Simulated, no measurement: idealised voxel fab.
Process module name: voxel ribs on slabs
Section cut is 270 nm wide and gridded with 5 nm square cells.
If you're reading a cross-section in this doc, picture square cells in a grid; it comes to you as bands, top ones listed first down to the bottom, and a band can be one or more rows of cells.
In this notation a band is specified by the heights of its top and bottom, in that order and in nm, after which its materials appear from left to right, each paired with its width in nm. The word "everywhere" attached to a single material means that material fills the band from edge to edge; the word "blank" stands for empty space.
Where do heights start? At 0: under that level the wafer as delivered is made of one material only. And the lowest band has no floor; it just carries on downward, as in "0 nm and below".
Top row gets the first number, bottom row gets the second, and each row in between changes by the same step: that is how a band width like "30->40" works.
What does "changes: none" mean for a step? It means no cell of the cross-section changed in that step.
"Enclosed void listing" - sealed voids, min. 8 cells, no opening to top; format: width x height at distance (distance from left edge; nm throughout).
Formally, on a step line, whatever follows the settings is a remark that the simulator itself makes on the step.
overlay nm: step with mask; distance mask lay right of planned place; negative value = left of planned place.
[Planned process steps]
| 1 | RECEIVE with material Si |
| 2 | DIRECTIONAL_DEP with material SiO2, thk nm 30 |
| 3 | DIRECTIONAL_DEP with material SiN, thk nm 20 |
| 4 | DIRECTIONAL_DEP with material aC, thk nm 5 |
| 5 | PATTERN with tone cover, mask id RIB, material resist, width nm 15, thk nm 30, overlay nm 0 |
| 6 | DIRECTIONAL_ETCH with etch materials aC, depth nm 10 |
| 7 | STRIP with etch materials resist |
| 8 | DIRECTIONAL_ETCH with etch materials SiN, depth nm 15 |
| 9 | STRIP with etch materials aC |
| 10 | MASKED_ETCH with tone cover, mask id SLAB, width nm 75, etch materials SiN, depth nm 5, overlay nm 0 |
| 11 | FILL_DEP with material SiO2, thk nm 25 |
| 12 | CMP with height nm 70 |
| 13 | DIRECTIONAL_DEP with material W, thk nm 5 |
| 14 | MASKED_ETCH with tone cover, mask id HEATER, width nm 25, etch materials W, depth nm 5, overlay nm 0 |
| 15 | CONFORMAL_DEP with material SiO2, thk nm 5 |
All wafers enter the flow in the same state. The thk nm at step 4 differs from wafer to wafer, and the plan gives the value for the first wafer.
[Cross-sectional view of the first of several wafers in the as-received condition, corresponding to the state following step 1]
> 0 nm and below | Si everywhere
> Enclosed void listing: none
[So in this table every wafer gets its own row, and what you see is where it stands at the end of the module: for each material, how many cells it picked up (+) or gave up (-) since we received it, and after that its closed voids]
thk nm 5 | +24 SiN | +788 SiO2 | +5 W | Enclosed void listing: none
thk nm 10 | +24 SiN | +788 SiO2 | +5 W | Enclosed void listing: none
thk nm 15 | +177 SiN | +635 SiO2 | +5 W | Enclosed void listing: none
thk nm 20 | +177 SiN | +635 SiO2 | +5 W | Enclosed void listing: none
thk nm 25 | +177 SiN | +635 SiO2 | +5 W | Enclosed void listing: none
